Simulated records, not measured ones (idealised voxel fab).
This section sets out a process module, namely voxel self aligned vias.
For reference, the cross-section in this document is cut, with width 210 nm and square cells of 5 nm.
Just so we're on the same page, the cross-sections are grids of square cells, and they're listed out in bands top to bottom, each band one or more rows deep.
It is stipulated that each band's entry specify, in nanometres, the height of the top of the band and then that of its bottom, followed by the materials of the band in left-to-right sequence, each together with its width in nanometres. A single material marked by the word "everywhere" is understood to fill the band from edge to edge; the word "empty" is understood to denote empty space.
Heights are measured from 0, the level below which the as-received wafer is all one material; the lowest band has no bottom and continues downward, written as in "z 0 and below".
The width entry "30..40" should be interpreted row by row: the top row of cells in the band takes the first number, the bottom row takes the second number, and the change between adjacent rows is uniform throughout.
You'll sometimes find "remained the same" written for a step, and that's the way of saying that nowhere in the cross-section did a cell change during that step.
Closed empty spaces (no open way to the top) of 8 cells or more are what "Enclosed internal voids" lists, each as width x height at distance from the left edge, nm for all three.
Past the settings on a step's line: simulator remark, on that step.
Each step line may optionally specify "overlay nm", which for a step with a mask gives the rightward distance between the mask's planned place and where it lay, a negative value indicating the leftward direction.
Pairs follow: section before one process step, section after it down to the lowest changed band, step with settings underneath. Pairs may come from different runs of this module on the same starting wafer; continuity with the pair above only as stated in the "Pre-processing view" entry.
Pre-processing view
	z 65 to 60 | 25 TiN; 30 empty; 100 TiN; 30 empty; 25 TiN
	z 60 to 45 | 20 SiO2; 5 TiN; 30 empty; 5 TiN; 90 SiO2; 5 TiN; 30 empty; 5 TiN; 20 SiO2
	z 45 to 40 | 20 SiO2; 20 TiN; 5 empty; 15 TiN; 90 SiO2; 20 TiN; 5 empty; 15 TiN; 20 SiO2
	z 40 to 35 | 35 SiO2; 5 TiN; 5 empty; 5 TiN; 50 SiO2; 15 SiN; 50 SiO2; 5 TiN; 5 empty; 5 TiN; 30 SiO2
	z 35 to 30 | 35 SiO2; 15 TiN; 50 SiO2; 15 SiN; 50 SiO2; 15 TiN; 30 SiO2
	z 30 to 20 | 35 SiO2; 5 TiN; 5 Ru; 5 TiN; 50 SiO2; 5 TiN; 5 Ru; 5 TiN; 50 SiO2; 5 TiN; 5 Ru; 5 TiN; 30 SiO2
	z 20 to 15 | 35 SiO2; 15 TiN; 50 SiO2; 15 TiN; 50 SiO2; 15 TiN; 30 SiO2
	z 15 to 10 | SiCN everywhere
	z 10 to 0 | SiO2 everywhere
	z 0 and below | Si everywhere
	Enclosed internal voids: none
Section After Processing
	z 75 to 65 | Cu everywhere
	z 65 to 60 | 25 TiN; 30 Cu; 100 TiN; 30 Cu; 25 TiN
	z 60 to 45 | 20 SiO2; 5 TiN; 30 Cu; 5 TiN; 90 SiO2; 5 TiN; 30 Cu; 5 TiN; 20 SiO2
	z 45 to 40 | 20 SiO2; 20 TiN; 5 Cu; 15 TiN; 90 SiO2; 20 TiN; 5 Cu; 15 TiN; 20 SiO2
	z 40 to 35 | 35 SiO2; 5 TiN; 5 Cu; 5 TiN; 50 SiO2; 15 SiN; 50 SiO2; 5 TiN; 5 Cu; 5 TiN; 30 SiO2
	Lower than 35, everything is as it was.
	Enclosed internal voids: none
In between the before and after cross-sections above, the step is FILL_DEP | material Cu | thk nm 10
Pre-processing view: after-step cross-section of the pair just above applies.
Section After Processing
	z 60 to 45 | 20 SiO2; 5 TiN; 30 Cu; 5 TiN; 90 SiO2; 5 TiN; 30 Cu; 5 TiN; 20 SiO2
	Lower than 45, everything is as it was.
	Enclosed internal voids: none
In between the before and after cross-sections above, the step is CMP | height nm 60
Pre-processing view: after-step cross-section of the pair just above applies.
Section After Processing
	z 65 to 60 | SiCN everywhere
	Lower than 60, everything is as it was.
	Enclosed internal voids: none
In between the before and after cross-sections above, the step is CONFORMAL_DEP | material SiCN | thk nm 5
Pre-processing view
	z 55 to 40 | aC everywhere
	z 40 to 15 | SiO2 everywhere
	z 15 to 10 | SiCN everywhere
	z 10 to 0 | SiO2 everywhere
	z 0 and below | Si everywhere
	Enclosed internal voids: none
Section After Processing
	z 85 to 55 | 20 resist; 20 empty; 45 resist; 20 empty; 45 resist; 20 empty; 40 resist
	Lower than 55, everything is as it was.
	Enclosed internal voids: none
In between the before and after cross-sections above, the step is PATTERN | tone open | mask id LINES | material resist | width nm 20 | pitch nm 65 | thk nm 30 | overlay nm -10
Pre-processing view: after-step cross-section of the pair just above applies.
Section After Processing
	z 70 to 55 | 20 resist; 20 empty; 45 resist; 20 empty; 45 resist; 20 empty; 40 resist
	z 55 to 40 | 20 aC; 20 empty; 45 aC; 20 empty; 45 aC; 20 empty; 40 aC
	Lower than 40, everything is as it was.
	Enclosed internal voids: none
In between the before and after cross-sections above, the step is DIRECTIONAL_ETCH | etch materials aC | depth nm 15
Pre-processing view: after-step cross-section of the pair just above applies.
Section After Processing
	z 55 to 40 | 20 aC; 20 empty; 45 aC; 20 empty; 45 aC; 20 empty; 40 aC
	Lower than 40, everything is as it was.
	Enclosed internal voids: none
In between the before and after cross-sections above, the step is STRIP | etch materials resist
Pre-processing view: after-step cross-section of the pair just above applies.
Section After Processing
	z 55 to 40 | 20 aC; 20 empty; 45 aC; 20 empty; 45 aC; 20 empty; 40 aC
	z 40 to 15 | 20 SiO2; 20 empty; 45 SiO2; 20 empty; 45 SiO2; 20 empty; 40 SiO2
	Lower than 15, everything is as it was.
	Enclosed internal voids: none
In between the before and after cross-sections above, the step is DIRECTIONAL_ETCH | etch materials SiO2 | depth nm 25
Pre-processing view: after-step cross-section of the pair just above applies.
Section After Processing
	z 40 to 15 | 20 SiO2; 20 empty; 45 SiO2; 20 empty; 45 SiO2; 20 empty; 40 SiO2
	Lower than 15, everything is as it was.
	Enclosed internal voids: none
In between the before and after cross-sections above, the step is STRIP | etch materials aC
Pre-processing view: after-step cross-section of the pair just above applies.
Section After Processing
	z 45 to 40 | 25 TiN; 10 empty; 55 TiN; 10 empty; 55 TiN; 10 empty; 45 TiN
	z 40 to 20 | 20 SiO2; 5 TiN; 10 empty; 5 TiN; 45 SiO2; 5 TiN; 10 empty; 5 TiN; 45 SiO2; 5 TiN; 10 empty; 5 TiN; 40 SiO2
	z 20 to 15 | 20 SiO2; 20 TiN; 45 SiO2; 20 TiN; 45 SiO2; 20 TiN; 40 SiO2
	Lower than 15, everything is as it was.
	Enclosed internal voids: none
In between the before and after cross-sections above, the step is CONFORMAL_DEP | material TiN | thk nm 5
Pre-processing view: after-step cross-section of the pair just above applies.
Section After Processing
	z 55 to 45 | Ru everywhere
	z 45 to 40 | 25 TiN; 10 Ru; 55 TiN; 10 Ru; 55 TiN; 10 Ru; 45 TiN
	z 40 to 20 | 20 SiO2; 5 TiN; 10 Ru; 5 TiN; 45 SiO2; 5 TiN; 10 Ru; 5 TiN; 45 SiO2; 5 TiN; 10 Ru; 5 TiN; 40 SiO2
	Lower than 20, everything is as it was.
	Enclosed internal voids: none
In between the before and after cross-sections above, the step is FILL_DEP | material Ru | thk nm 10
Pre-processing view: after-step cross-section of the pair just above applies.
Section After Processing
	z 40 to 20 | 20 SiO2; 5 TiN; 10 Ru; 5 TiN; 45 SiO2; 5 TiN; 10 Ru; 5 TiN; 45 SiO2; 5 TiN; 10 Ru; 5 TiN; 40 SiO2
	Lower than 20, everything is as it was.
	Enclosed internal voids: none
In between the before and after cross-sections above, the step is CMP | height nm 40
Pre-processing view: after-step cross-section of the pair just above applies.
Section After Processing
	z 40 to 30 | 20 SiO2; 20 empty; 45 SiO2; 20 empty; 45 SiO2; 20 empty; 40 SiO2
	Lower than 30, everything is as it was.
	Enclosed internal voids: none
In between the before and after cross-sections above, the step is SELECTIVE_ETCH | etch materials W Ru TiN | depth nm 10
Pre-processing view: after-step cross-section of the pair just above applies.
Section After Processing
	z 45 to 40 | SiN everywhere
	z 40 to 30 | 20 SiO2; 20 SiN; 45 SiO2; 20 SiN; 45 SiO2; 20 SiN; 40 SiO2
	Lower than 30, everything is as it was.
	Enclosed internal voids: none
In between the before and after cross-sections above, the step is FILL_DEP | material SiN | thk nm 5
Pre-processing view: after-step cross-section of the pair just above applies.
Section After Processing
	z 40 to 30 | 20 SiO2; 20 SiN; 45 SiO2; 20 SiN; 45 SiO2; 20 SiN; 40 SiO2
	Lower than 30, everything is as it was.
	Enclosed internal voids: none
In between the before and after cross-sections above, the step is CMP | height nm 40
Pre-processing view: after-step cross-section of the pair just above applies.
Section After Processing
	z 60 to 40 | SiO2 everywhere
	Lower than 40, everything is as it was.
	Enclosed internal voids: none
In between the before and after cross-sections above, the step is DIRECTIONAL_DEP | material SiO2 | thk nm 20
Pre-processing view: after-step cross-section of the pair just above applies.
Section After Processing
	z 60 to 40 | 20 SiO2; 40 empty; 90 SiO2; 40 empty; 20 SiO2
	Lower than 40, everything is as it was.
	Enclosed internal voids: none
In between the before and after cross-sections above, the step is MASKED_ETCH | tone open | mask id VIAS | width nm 40 | pitch nm 130 | etch materials SiO2 | depth nm 20 | overlay nm 0
Pre-processing view: after-step cross-section of the pair just above applies.
Section After Processing
	z 60 to 40 | 20 SiO2; 40 empty; 90 SiO2; 40 empty; 20 SiO2
	z 40 to 30 | 20 SiO2; 20 empty; 45 SiO2; 20 SiN; 45 SiO2; 20 empty; 40 SiO2
	Lower than 30, everything is as it was.
	Enclosed internal voids: none
In between the before and after cross-sections above, the step is MASKED_ETCH | tone open | mask id VIAS | width nm 40 | pitch nm 130 | etch materials SiN | depth nm 10 | overlay nm 0
Pre-processing view: after-step cross-section of the pair just above applies.
Section After Processing
	z 65 to 60 | 25 TiN; 30 empty; 100 TiN; 30 empty; 25 TiN
	z 60 to 45 | 20 SiO2; 5 TiN; 30 empty; 5 TiN; 90 SiO2; 5 TiN; 30 empty; 5 TiN; 20 SiO2
	z 45 to 40 | 20 SiO2; 5 TiN; 10 empty; 25 TiN; 90 SiO2; 5 TiN; 10 empty; 25 TiN; 20 SiO2
	z 40 to 35 | 20 SiO2; 5 TiN; 10 empty; 5 TiN; 45 SiO2; 20 SiN; 45 SiO2; 5 TiN; 10 empty; 5 TiN; 40 SiO2
	z 35 to 30 | 20 SiO2; 20 TiN; 45 SiO2; 20 SiN; 45 SiO2; 20 TiN; 40 SiO2
	Lower than 30, everything is as it was.
	Enclosed internal voids: none
In between the before and after cross-sections above, the step is CONFORMAL_DEP | material TiN | thk nm 5
Pre-processing view: after-step cross-section of the pair just above applies.
Section After Processing
	z 75 to 65 | Cu everywhere
	z 65 to 60 | 25 TiN; 30 Cu; 100 TiN; 30 Cu; 25 TiN
	z 60 to 45 | 20 SiO2; 5 TiN; 30 Cu; 5 TiN; 90 SiO2; 5 TiN; 30 Cu; 5 TiN; 20 SiO2
	z 45 to 40 | 20 SiO2; 5 TiN; 10 Cu; 25 TiN; 90 SiO2; 5 TiN; 10 Cu; 25 TiN; 20 SiO2
	z 40 to 35 | 20 SiO2; 5 TiN; 10 Cu; 5 TiN; 45 SiO2; 20 SiN; 45 SiO2; 5 TiN; 10 Cu; 5 TiN; 40 SiO2
	Lower than 35, everything is as it was.
	Enclosed internal voids: none
In between the before and after cross-sections above, the step is FILL_DEP | material Cu | thk nm 10
Pre-processing view: after-step cross-section of the pair just above applies.
Section After Processing
	z 60 to 45 | 20 SiO2; 5 TiN; 30 Cu; 5 TiN; 90 SiO2; 5 TiN; 30 Cu; 5 TiN; 20 SiO2
	Lower than 45, everything is as it was.
	Enclosed internal voids: none
In between the before and after cross-sections above, the step is CMP | height nm 60
Pre-processing view: after-step cross-section of the pair just above applies.
Section After Processing
	z 65 to 60 | SiCN everywhere
	Lower than 60, everything is as it was.
	Enclosed internal voids: none
In between the before and after cross-sections above, the step is CONFORMAL_DEP | material SiCN | thk nm 5
Pre-processing view
	z 60 to 40 | 20 SiO2; 40 empty; 90 SiO2; 40 empty; 20 SiO2
	z 40 to 30 | 30 SiO2; 20 SiN; 45 SiO2; 20 SiN; 45 SiO2; 20 SiN; 30 SiO2
	z 30 to 20 | 30 SiO2; 5 TiN; 10 Ru; 5 TiN; 45 SiO2; 5 TiN; 10 Ru; 5 TiN; 45 SiO2; 5 TiN; 10 Ru; 5 TiN; 30 SiO2
	z 20 to 15 | 30 SiO2; 20 TiN; 45 SiO2; 20 TiN; 45 SiO2; 20 TiN; 30 SiO2
	z 15 to 10 | SiCN everywhere
	z 10 to 0 | SiO2 everywhere
	z 0 and below | Si everywhere
	Enclosed internal voids: none
Section After Processing
	z 60 to 40 | 20 SiO2; 40 empty; 90 SiO2; 40 empty; 20 SiO2
	z 40 to 30 | 20 SiO2; 10 empty; 20 SiN; 10 empty; 35 SiO2; 20 SiN; 35 SiO2; 10 empty; 20 SiN; 10 empty; 20 SiO2
	Lower than 30, everything is as it was.
	Enclosed internal voids: none
In between the before and after cross-sections above, the step is MASKED_ETCH | tone open | mask id VIAS | width nm 40 | pitch nm 130 | etch materials SiO2 | depth nm 10 | overlay nm 0
Pre-processing view: after-step cross-section of the pair just above applies.
Section After Processing
	z 65 to 60 | 25 TiN; 30 empty; 100 TiN; 30 empty; 25 TiN
	z 60 to 45 | 20 SiO2; 5 TiN; 30 empty; 5 TiN; 90 SiO2; 5 TiN; 30 empty; 5 TiN; 20 SiO2
	z 45 to 40 | 20 SiO2; 40 TiN; 90 SiO2; 40 TiN; 20 SiO2
	z 40 to 30 | 20 SiO2; 10 TiN; 20 SiN; 10 TiN; 35 SiO2; 20 SiN; 35 SiO2; 10 TiN; 20 SiN; 10 TiN; 20 SiO2
	Lower than 30, everything is as it was.
	Enclosed internal voids: none
In between the before and after cross-sections above, the step is CONFORMAL_DEP | material TiN | thk nm 5
Pre-processing view: after-step cross-section of the pair just above applies.
Section After Processing
	z 75 to 65 | Cu everywhere
	z 65 to 60 | 25 TiN; 30 Cu; 100 TiN; 30 Cu; 25 TiN
	z 60 to 45 | 20 SiO2; 5 TiN; 30 Cu; 5 TiN; 90 SiO2; 5 TiN; 30 Cu; 5 TiN; 20 SiO2
	Lower than 45, everything is as it was.
	Enclosed internal voids: none
In between the before and after cross-sections above, the step is FILL_DEP | material Cu | thk nm 10
Pre-processing view: after-step cross-section of the pair just above applies.
Section After Processing
	z 60 to 45 | 20 SiO2; 5 TiN; 30 Cu; 5 TiN; 90 SiO2; 5 TiN; 30 Cu; 5 TiN; 20 SiO2
	Lower than 45, everything is as it was.
	Enclosed internal voids: none
In between the before and after cross-sections above, the step is CMP | height nm 60
Pre-processing view: after-step cross-section of the pair just above applies.
Section After Processing
	z 65 to 60 | SiCN everywhere
	Lower than 60, everything is as it was.
	Enclosed internal voids: none
In between the before and after cross-sections above, the step is CONFORMAL_DEP | material SiCN | thk nm 5
Pre-processing view
	z 55 to 40 | aC everywhere
	z 40 to 15 | SiO2 everywhere
	z 15 to 10 | SiCN everywhere
	z 10 to 0 | SiO2 everywhere
	z 0 and below | Si everywhere
	Enclosed internal voids: none
Section After Processing
	z 85 to 55 | 30 empty; 20 resist; 45 empty; 20 resist; 45 empty; 20 resist; 30 empty
	Lower than 55, everything is as it was.
	Enclosed internal voids: none
In between the before and after cross-sections above, the step is PATTERN | tone cover | mask id LINES | material resist | width nm 20 | pitch nm 65 | thk nm 30 | overlay nm 0
Pre-processing view: after-step cross-section of the pair just above applies.
Section After Processing
	z 70 to 55 | 30 empty; 20 resist; 45 empty; 20 resist; 45 empty; 20 resist; 30 empty
	z 55 to 40 | 30 empty; 20 aC; 45 empty; 20 aC; 45 empty; 20 aC; 30 empty
	Lower than 40, everything is as it was.
	Enclosed internal voids: none
In between the before and after cross-sections above, the step is DIRECTIONAL_ETCH | etch materials aC | depth nm 15
Pre-processing view: after-step cross-section of the pair just above applies.
Section After Processing
	z 55 to 40 | 30 empty; 20 aC; 45 empty; 20 aC; 45 empty; 20 aC; 30 empty
	Lower than 40, everything is as it was.
	Enclosed internal voids: none
In between the before and after cross-sections above, the step is STRIP | etch materials resist
Pre-processing view: after-step cross-section of the pair just above applies.
Section After Processing
	z 55 to 40 | 30 empty; 20 aC; 45 empty; 20 aC; 45 empty; 20 aC; 30 empty
	z 40 to 15 | 30 empty; 20 SiO2; 45 empty; 20 SiO2; 45 empty; 20 SiO2; 30 empty
	Lower than 15, everything is as it was.
	Enclosed internal voids: none
In between the before and after cross-sections above, the step is DIRECTIONAL_ETCH | etch materials SiO2 | depth nm 25
Pre-processing view: after-step cross-section of the pair just above applies.
Section After Processing
	z 40 to 15 | 30 empty; 20 SiO2; 45 empty; 20 SiO2; 45 empty; 20 SiO2; 30 empty
	Lower than 15, everything is as it was.
	Enclosed internal voids: none
In between the before and after cross-sections above, the step is STRIP | etch materials aC
Pre-processing view: after-step cross-section of the pair just above applies.
Section After Processing
	z 45 to 40 | 25 empty; 30 TiN; 35 empty; 30 TiN; 35 empty; 30 TiN; 25 empty
	z 40 to 20 | 25 empty; 5 TiN; 20 SiO2; 5 TiN; 35 empty; 5 TiN; 20 SiO2; 5 TiN; 35 empty; 5 TiN; 20 SiO2; 5 TiN; 25 empty
	z 20 to 15 | 30 TiN; 20 SiO2; 45 TiN; 20 SiO2; 45 TiN; 20 SiO2; 30 TiN
	Lower than 15, everything is as it was.
	Enclosed internal voids: none
In between the before and after cross-sections above, the step is CONFORMAL_DEP | material TiN | thk nm 5
Pre-processing view: after-step cross-section of the pair just above applies.
Section After Processing
	z 55 to 45 | Ru everywhere
	z 45 to 40 | 25 Ru; 30 TiN; 35 Ru; 30 TiN; 35 Ru; 30 TiN; 25 Ru
	z 40 to 20 | 25 Ru; 5 TiN; 20 SiO2; 5 TiN; 35 Ru; 5 TiN; 20 SiO2; 5 TiN; 35 Ru; 5 TiN; 20 SiO2; 5 TiN; 25 Ru
	Lower than 20, everything is as it was.
	Enclosed internal voids: none
In between the before and after cross-sections above, the step is FILL_DEP | material Ru | thk nm 10
Pre-processing view: after-step cross-section of the pair just above applies.
Section After Processing
	z 40 to 20 | 25 Ru; 5 TiN; 20 SiO2; 5 TiN; 35 Ru; 5 TiN; 20 SiO2; 5 TiN; 35 Ru; 5 TiN; 20 SiO2; 5 TiN; 25 Ru
	Lower than 20, everything is as it was.
	Enclosed internal voids: none
In between the before and after cross-sections above, the step is CMP | height nm 40
Pre-processing view: after-step cross-section of the pair just above applies.
Section After Processing
	z 40 to 30 | 30 empty; 20 SiO2; 45 empty; 20 SiO2; 45 empty; 20 SiO2; 30 empty
	Lower than 30, everything is as it was.
	Enclosed internal voids: none
In between the before and after cross-sections above, the step is SELECTIVE_ETCH | etch materials W Ru TiN | depth nm 10
Pre-processing view: after-step cross-section of the pair just above applies.
Section After Processing
	z 45 to 40 | SiN everywhere
	z 40 to 30 | 30 SiN; 20 SiO2; 45 SiN; 20 SiO2; 45 SiN; 20 SiO2; 30 SiN
	Lower than 30, everything is as it was.
	Enclosed internal voids: none
In between the before and after cross-sections above, the step is FILL_DEP | material SiN | thk nm 5
Pre-processing view: after-step cross-section of the pair just above applies.
Section After Processing
	z 40 to 30 | 30 SiN; 20 SiO2; 45 SiN; 20 SiO2; 45 SiN; 20 SiO2; 30 SiN
	Lower than 30, everything is as it was.
	Enclosed internal voids: none
In between the before and after cross-sections above, the step is CMP | height nm 40
Pre-processing view: after-step cross-section of the pair just above applies.
Section After Processing
	z 60 to 40 | SiO2 everywhere
	Lower than 40, everything is as it was.
	Enclosed internal voids: none
In between the before and after cross-sections above, the step is DIRECTIONAL_DEP | material SiO2 | thk nm 20
Pre-processing view: after-step cross-section of the pair just above applies.
Section After Processing
	z 60 to 40 | 20 SiO2; 40 empty; 90 SiO2; 40 empty; 20 SiO2
	Lower than 40, everything is as it was.
	Enclosed internal voids: none
In between the before and after cross-sections above, the step is MASKED_ETCH | tone open | mask id VIAS | width nm 40 | pitch nm 130 | etch materials SiO2 | depth nm 20 | overlay nm 0
Pre-processing view: after-step cross-section of the pair just above applies.
Section After Processing
	z 60 to 40 | 20 SiO2; 40 empty; 90 SiO2; 40 empty; 20 SiO2
	z 40 to 30 | 20 SiN; 10 empty; 20 SiO2; 10 empty; 35 SiN; 20 SiO2; 35 SiN; 10 empty; 20 SiO2; 10 empty; 20 SiN
	Lower than 30, everything is as it was.
	Enclosed internal voids: none
In between the before and after cross-sections above, the step is MASKED_ETCH | tone open | mask id VIAS | width nm 40 | pitch nm 130 | etch materials SiN | depth nm 10 | overlay nm 0
Pre-processing view: after-step cross-section of the pair just above applies.
Section After Processing
	z 65 to 60 | 25 TiN; 30 empty; 100 TiN; 30 empty; 25 TiN
	z 60 to 45 | 20 SiO2; 5 TiN; 30 empty; 5 TiN; 90 SiO2; 5 TiN; 30 empty; 5 TiN; 20 SiO2
	z 45 to 40 | 20 SiO2; 40 TiN; 90 SiO2; 40 TiN; 20 SiO2
	z 40 to 30 | 20 SiN; 10 TiN; 20 SiO2; 10 TiN; 35 SiN; 20 SiO2; 35 SiN; 10 TiN; 20 SiO2; 10 TiN; 20 SiN
	Lower than 30, everything is as it was.
	Enclosed internal voids: none
In between the before and after cross-sections above, the step is CONFORMAL_DEP | material TiN | thk nm 5
Pre-processing view: after-step cross-section of the pair just above applies.
Section After Processing
	z 75 to 65 | Cu everywhere
	z 65 to 60 | 25 TiN; 30 Cu; 100 TiN; 30 Cu; 25 TiN
	z 60 to 45 | 20 SiO2; 5 TiN; 30 Cu; 5 TiN; 90 SiO2; 5 TiN; 30 Cu; 5 TiN; 20 SiO2
	Lower than 45, everything is as it was.
	Enclosed internal voids: none
In between the before and after cross-sections above, the step is FILL_DEP | material Cu | thk nm 10
Pre-processing view: after-step cross-section of the pair just above applies.
Section After Processing
	z 60 to 45 | 20 SiO2; 5 TiN; 30 Cu; 5 TiN; 90 SiO2; 5 TiN; 30 Cu; 5 TiN; 20 SiO2
	Lower than 45, everything is as it was.
	Enclosed internal voids: none
In between the before and after cross-sections above, the step is CMP | height nm 60
Pre-processing view: after-step cross-section of the pair just above applies.
Section After Processing
	z 65 to 60 | SiCN everywhere
	Lower than 60, everything is as it was.
	Enclosed internal voids: none
In between the before and after cross-sections above, the step is CONFORMAL_DEP | material SiCN | thk nm 5
